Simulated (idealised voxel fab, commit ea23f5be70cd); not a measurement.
The following is a process module called voxel wiring stack.
Cross-section cut: width 210 nm, square cells of 5 nm.
Throughout this document, each cross-section is represented as a grid of square cells and is presented as a sequence of bands enumerated from the top downward, where a band comprises one or more rows of cells.
Top height, bottom height, nm. Materials left to right, width each, nm. Single material + "full width" = fills band edge to edge. "blank" = empty.
Basically, 0 is our baseline, since under it the wafer straight out of the box is all one material. The bottom band has no lower end and keeps on going down, so it looks like "0 nm and below".
It should be noted that a width expressed as "30->40" varies in equal increments from row to row of cells within the band, taking the value of the first number at the top row and that of the second number at the bottom row.
"no modification" (step): cross-section cells unchanged, all of them.
"Fully closed voids" lists enclosed empty spaces (at least 8 cells, no open path upward to the top), each as width x height at distance from the left edge, in nm.
Where a step's line continues beyond its settings, the continuation is a remark by the simulator itself on that step.
The "overlay nm" setting may appear on a step's line; for a step that uses a mask, it gives how far to the right of its planned position the mask lay, and a negative value indicates the left.
## Listed below are the process steps as planned
1) RECEIVE, material Si
2) CONFORMAL_DEP, material SiO2, thk nm 10
3) DIRECTIONAL_DEP, material TiN, thk nm 5
4) DIRECTIONAL_DEP, material Ru, thk nm 25
5) DIRECTIONAL_DEP, material aC, thk nm 10
6) PATTERN, tone cover, mask id METAL_1, material resist, width nm 25, pitch nm 40, thk nm 25, overlay nm 0
7) DIRECTIONAL_ETCH, etch materials aC, depth nm 10
8) STRIP, etch materials resist
9) DIRECTIONAL_ETCH, etch materials Ru, depth nm 25
10) DIRECTIONAL_ETCH, etch materials TiN, depth nm 5
11) STRIP, etch materials aC
12) FILL_DEP, material SiO2, thk nm 5
13) CMP, height nm 40
14) CONFORMAL_DEP, material SiCN, thk nm 5
15) DIRECTIONAL_DEP, material SiO2, thk nm 15
16) MASKED_ETCH, tone open, mask id PLUG_1, width nm 15, pitch nm 40, etch materials SiO2, depth nm 15, overlay nm 0
17) MASKED_ETCH, tone open, mask id PLUG_1, width nm 15, pitch nm 40, etch materials SiCN, depth nm 5, overlay nm 0
18) CONFORMAL_DEP, material TiN, thk nm 5
19) FILL_DEP, material Ru, thk nm 10
20) CMP, height nm 60
21) CONFORMAL_DEP, material SiN, thk nm 5
22) DIRECTIONAL_DEP, material lowk, thk nm 15
23) DIRECTIONAL_DEP, material aC, thk nm 10
24) PATTERN, tone open, mask id METAL_2, material resist, width nm 25, pitch nm 40, thk nm 30, overlay nm 0
25) DIRECTIONAL_ETCH, etch materials aC, depth nm 10
26) STRIP, etch materials resist
27) DIRECTIONAL_ETCH, etch materials lowk, depth nm 15
28) DIRECTIONAL_ETCH, etch materials SiN, depth nm 5
29) STRIP, etch materials aC
30) CONFORMAL_DEP, material TiN, thk nm 5
31) FILL_DEP, material Cu, thk nm 5
32) CMP, height nm 80
33) CONFORMAL_DEP, material SiCN, thk nm 5
34) DIRECTIONAL_DEP, material SiO2, thk nm 30
35) MASKED_ETCH, tone open, mask id METAL_3_HOLES, width nm 15, pitch nm 80, etch materials SiO2, depth nm 30, overlay nm 0
36) DIRECTIONAL_DEP, material aC, thk nm 15
37) PATTERN, tone open, mask id METAL_3, material resist, width nm 25, pitch nm 40, thk nm 30, overlay nm 0
38) DIRECTIONAL_ETCH, etch materials aC, depth nm 15
39) STRIP, etch materials resist
40) DIRECTIONAL_ETCH, etch materials SiO2, depth nm 20
41) DIRECTIONAL_ETCH, etch materials SiCN, depth nm 5
42) STRIP, etch materials aC
43) CONFORMAL_DEP, material TiN, thk nm 5
44) FILL_DEP, material Cu, thk nm 10
45) CMP, height nm 115
46) CONFORMAL_DEP, material SiN, thk nm 5
## Cross-sectional view of the wafer in its as-received condition, corresponding to the state after step 1
0 nm and below = Si full width
Fully closed voids: none
## This is how the wafer looks in cross-section once the module is done, given the starting state and plan above and one mistake in carrying the plan out
125 nm to 120 nm = SiN full width
120 nm to 115 nm = 35 TiN, 15 Cu, 25 TiN, 15 Cu, 25 TiN, 15 Cu, 25 TiN, 15 Cu, 40 TiN
115 nm to 100 nm = 30 SiO2, 5 TiN, 15 Cu, 5 TiN, 15 SiO2, 5 TiN, 15 Cu, 5 TiN, 15 SiO2, 5 TiN, 15 Cu, 5 TiN, 15 SiO2, 5 TiN, 15 Cu, 5 TiN, 35 SiO2
100 nm to 95 nm = 30 SiO2, 5 TiN, 5 Cu, 15 TiN, 15 SiO2, 25 TiN, 15 SiO2, 5 TiN, 5 Cu, 15 TiN, 15 SiO2, 25 TiN, 35 SiO2
95 nm to 85 nm = 30 SiO2, 5 TiN, 5 Cu, 5 TiN, 65 SiO2, 5 TiN, 5 Cu, 5 TiN, 85 SiO2
85 nm to 80 nm = 30 SiCN, 15 TiN, 65 SiCN, 15 TiN, 85 SiCN
80 nm to 65 nm = 30 lowk, 5 TiN, 15 Cu, 5 TiN, 15 lowk, 5 TiN, 15 Cu, 5 TiN, 15 lowk, 5 TiN, 15 Cu, 5 TiN, 15 lowk, 5 TiN, 15 Cu, 5 TiN, 35 lowk
65 nm to 60 nm = 30 SiN, 25 TiN, 15 SiN, 25 TiN, 15 SiN, 25 TiN, 15 SiN, 25 TiN, 35 SiN
60 nm to 45 nm = 30 SiO2, 5 TiN, 5 Ru, 5 TiN, 25 SiO2, 5 TiN, 5 Ru, 5 TiN, 25 SiO2, 5 TiN, 5 Ru, 5 TiN, 25 SiO2, 5 TiN, 5 Ru, 5 TiN, 45 SiO2
45 nm to 40 nm = 30 SiCN, 15 TiN, 25 SiCN, 15 TiN, 25 SiCN, 15 TiN, 25 SiCN, 15 TiN, 45 SiCN
40 nm to 15 nm = 30 SiO2, 25 Ru, 15 SiO2, 25 Ru, 15 SiO2, 25 Ru, 15 SiO2, 25 Ru, 35 SiO2
15 nm to 10 nm = 30 SiO2, 25 TiN, 15 SiO2, 25 TiN, 15 SiO2, 25 TiN, 15 SiO2, 25 TiN, 35 SiO2
10 nm to 0 nm = SiO2 full width
0 nm and below = Si full width
Fully closed voids: none
Misprocessing identified: step 45 ran as: CMP, height nm 120
